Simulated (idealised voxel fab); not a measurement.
The following process module bears the name voxel self aligned contacts.
Xsec cut, 260 nm wide, square cell size 5 nm.
The cross-sections in this document take the form of a grid made of square cells. They are written out as bands, in order from top to bottom. Each band consists of one or more rows of cells.
Look at the band entry: it leads with the top's height and the bottom's height in nm. Then it lists the materials left to right, with a width in nm for each. The word "full width" on a single material says that material fills the band edge to edge. The word "empty" is empty space.
Note: height 0 marks the level under which the wafer is uniformly one material as received. Lowest band unbounded below, written "0 -> down".
A width such as "30->40" changes by the same amount from each row of cells to the next, from the band's top row to its bottom row.
Given "no alteration" for a step, no cell of the cross-section differs between before and after that step.
The entry "Closed internal cavities" lists the empty spaces that cover at least 8 cells and have no open path to the top. Each is written as width x height at distance, where the distance is measured from the left edge and all three values are in nm.
On a step's line, text after the settings is the simulator commenting on that step.
overlay nm: step with mask; distance mask lay right of planned place; negative value = left of planned place.

Set out below are the planned steps of the process:
| 1 | op RECEIVE | material Si |
| 2 | op OXIDIZE | depth nm 5 |
| 3 | op DIRECTIONAL_DEP | material polySi | thk nm 30 |
| 4 | op DIRECTIONAL_DEP | material SiN | thk nm 15 |
| 5 | op MASKED_ETCH | tone cover | mask id GATE | width nm 25 | pitch nm 70 | etch materials SiN | depth nm 15 | overlay nm 0 |
| 6 | op MASKED_ETCH | tone cover | mask id GATE | width nm 35 | pitch nm 70 | etch materials polySi | depth nm 30 | overlay nm 0 |
| 7 | op CONFORMAL_DEP | material SiN | thk nm 5 |
| 8 | op DIRECTIONAL_ETCH | etch materials SiN | depth nm 5 |
| 9 | op FILL_DEP | material SiO2 | thk nm 15 |
| 10 | op CMP | height nm 50 |
| 11 | op PATTERN | tone open | mask id CONTACT | material resist | width nm 45 | pitch nm 70 | thk nm 15 | overlay nm 0 |
| 12 | op DIRECTIONAL_ETCH | etch materials SiO2 | depth nm 55 |
| 13 | op STRIP | etch materials resist |
| 14 | op CONFORMAL_DEP | material TiN | thk nm 5 |
| 15 | op FILL_DEP | material Ru | thk nm 10 |
| 16 | op CMP | height nm 50 |
| 17 | op CONFORMAL_DEP | material SiCN | thk nm 5 |
varied across the wafers: width nm of step 5. The plan shows the first wafer's value. All wafers start alike

After step 1, as received: first of several wafers, cross-section:
- 0 -> down | Si full width
- Closed internal cavities: none

The first of several wafers, seen in cross-section after the module's last step, step 17:
- 55 -> 50 | SiCN full width
- 50 -> 45 | SiO2 70 nm, TiN 10 nm, Ru 25 nm, TiN 10 nm, SiO2 25 nm, TiN 10 nm, Ru 25 nm, TiN 10 nm, SiO2 75 nm
- 45 -> 35 | SiO2 40 nm, SiN 35 nm, TiN 5 nm, Ru 25 nm, TiN 5 nm, SiN 35 nm, TiN 5 nm, Ru 25 nm, TiN 5 nm, SiN 35 nm, SiO2 45 nm
- 35 -> 30 | SiO2 40 nm, SiN 35 nm, TiN 10 nm, Ru 15 nm, TiN 10 nm, SiN 35 nm, TiN 10 nm, Ru 15 nm, TiN 10 nm, SiN 35 nm, SiO2 45 nm
- 30 -> 0 | SiO2 35 nm, SiN 5 nm, polySi 35 nm, SiN 5 nm, TiN 5 nm, Ru 15 nm, TiN 5 nm, SiN 5 nm, polySi 35 nm, SiN 5 nm, TiN 5 nm, Ru 15 nm, TiN 5 nm, SiN 5 nm, polySi 35 nm, SiN 5 nm, SiO2 40 nm
- 0 -> -5 | SiO2 80 nm, TiN 25 nm, SiO2 45 nm, TiN 25 nm, SiO2 85 nm
- -5 -> down | Si full width
- Closed internal cavities: none

Cross-section at module completion, last wafer:
- 55 -> 50 | SiCN full width
- 50 -> 45 | SiO2 70 nm, TiN 45 nm, SiO2 25 nm, TiN 45 nm, SiO2 75 nm
- 45 -> 30 | SiO2 30 nm, SiN 60 nm, TiN 10 nm, SiN 60 nm, TiN 10 nm, SiN 60 nm, SiO2 30 nm
- 30 -> 0 | SiO2 30 nm, SiN 5 nm, polySi 50 nm, SiN 5 nm, TiN 10 nm, SiN 5 nm, polySi 50 nm, SiN 5 nm, TiN 10 nm, SiN 5 nm, polySi 50 nm, SiN 5 nm, SiO2 30 nm
- 0 -> -5 | SiO2 90 nm, TiN 10 nm, SiO2 60 nm, TiN 10 nm, SiO2 90 nm
- -5 -> down | Si full width
- Closed internal cavities: none

Below is a per-wafer table. In it, each row describes the wafer at the end of the module by giving, for each material, the number of cells gained (+) or lost (-) since the wafer was received, and after that the closed voids of the wafer:
width nm 25, +72 Ru, -52 Si, +52 SiCN, +99 SiN, +217 SiO2, +58 TiN, +126 polySi, Closed internal cavities: none
width nm 30, +66 Ru, -52 Si, +52 SiCN, +108 SiN, +214 SiO2, +58 TiN, +126 polySi, Closed internal cavities: none
width nm 35, +60 Ru, -52 Si, +52 SiCN, +117 SiN, +211 SiO2, +58 TiN, +126 polySi, Closed internal cavities: none
width nm 40, +40 Ru, -52 Si, +52 SiCN, +126 SiN, +204 SiO2, +58 TiN, +144 polySi, Closed internal cavities: none
width nm 45, +20 Ru, -52 Si, +52 SiCN, +135 SiN, +197 SiO2, +58 TiN, +162 polySi, Closed internal cavities: none
width nm 50, -52 Si, +52 SiCN, +144 SiN, +190 SiO2, +58 TiN, +180 polySi, Closed internal cavities: none
